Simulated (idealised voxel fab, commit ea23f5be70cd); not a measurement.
A process module follows: voxel tone inversion.
Section cut is 240 nm wide and gridded with 5 nm square cells.
In this document a cross-section is written as a grid of square cells. It is given as a series of bands, listed from the top down, and a band is one or more rows of cells.
Top, bottom (nm), then materials left to right with widths (nm); lone material tagged "edge to edge" fills the whole band edge to edge; "blank" = empty space.
Ref level 0: as-received wafer is one material below here. Bottom band extends down with no lower bound ("0 -> down").
Per-row width for "30..40": begins at first number (top row of band), ends at second number (bottom row), increment between rows held constant.
"nothing was modified" for a step: no cell of the cross-section changed in that step.
Voids not open to the top, 8 cells minimum: see "Sealed internal cavities". Written width x height at distance; distance is from the left edge; nm.
What comes after the settings on a step's line is commentary from the simulator itself on that step.
overlay nm, on a step with a mask: how far to the right of its planned place the mask lay; to the left if negative

# Process steps (planned)
1 RECEIVE [material Si]
2 CONFORMAL_DEP [material SiCN] [thk nm 10]
3 DIRECTIONAL_DEP [material aC] [thk nm 20]
4 PATTERN [tone cover] [mask id POSTS] [material resist] [width nm 20] [pitch nm 45] [thk nm 25] [overlay nm 0]
5 DIRECTIONAL_ETCH [etch materials aC] [depth nm 20]
6 STRIP [etch materials resist]
7 FILL_DEP [material SiO2] [thk nm 10]
8 CMP [height nm 30]
9 STRIP [etch materials aC]
10 CONFORMAL_DEP [material TiN] [thk nm 5]
11 FILL_DEP [material Cu] [thk nm 10]
12 CMP [height nm 30]
13 CONFORMAL_DEP [material SiCN] [thk nm 5]

# The cross-section here shows the wafer as received, i.e. in its state after step 1
> 0 -> down | Si edge to edge
> Sealed internal cavities: none

# First wafer of two, sectioned at end of module; run went per plan
> 35 -> 30 | SiCN edge to edge
> 30 -> 15 | SiO2 (85); TiN (5); Cu (10); TiN (5); SiO2 (25); TiN (5); Cu (10); TiN (5); SiO2 (90)
> 15 -> 10 | SiO2 (85); TiN (20); SiO2 (25); TiN (20); SiO2 (90)
> 10 -> 0 | SiCN edge to edge
> 0 -> down | Si edge to edge
> Sealed internal cavities: none

# Wafer two (of two), end-of-module cross-section: start = wafer one, plan = wafer one, one run mistake
> 35 -> 30 | SiCN edge to edge
> 30 -> 15 | SiO2 (95); TiN (5); Cu (10); TiN (5); SiO2 (25); TiN (5); Cu (10); TiN (5); SiO2 (80)
> 15 -> 10 | SiO2 (95); TiN (20); SiO2 (25); TiN (20); SiO2 (80)
> 10 -> 0 | SiCN edge to edge
> 0 -> down | Si edge to edge
> Sealed internal cavities: none
Nonconformance to the process plan: note that step 4 departed from the planned setting and was carried out as PATTERN [tone cover] [mask id POSTS] [material resist] [width nm 20] [pitch nm 45] [thk nm 25] [overlay nm 10]
So at the finish, the second wafer's got exactly as many cells of each material as the first, just not in the same spots.
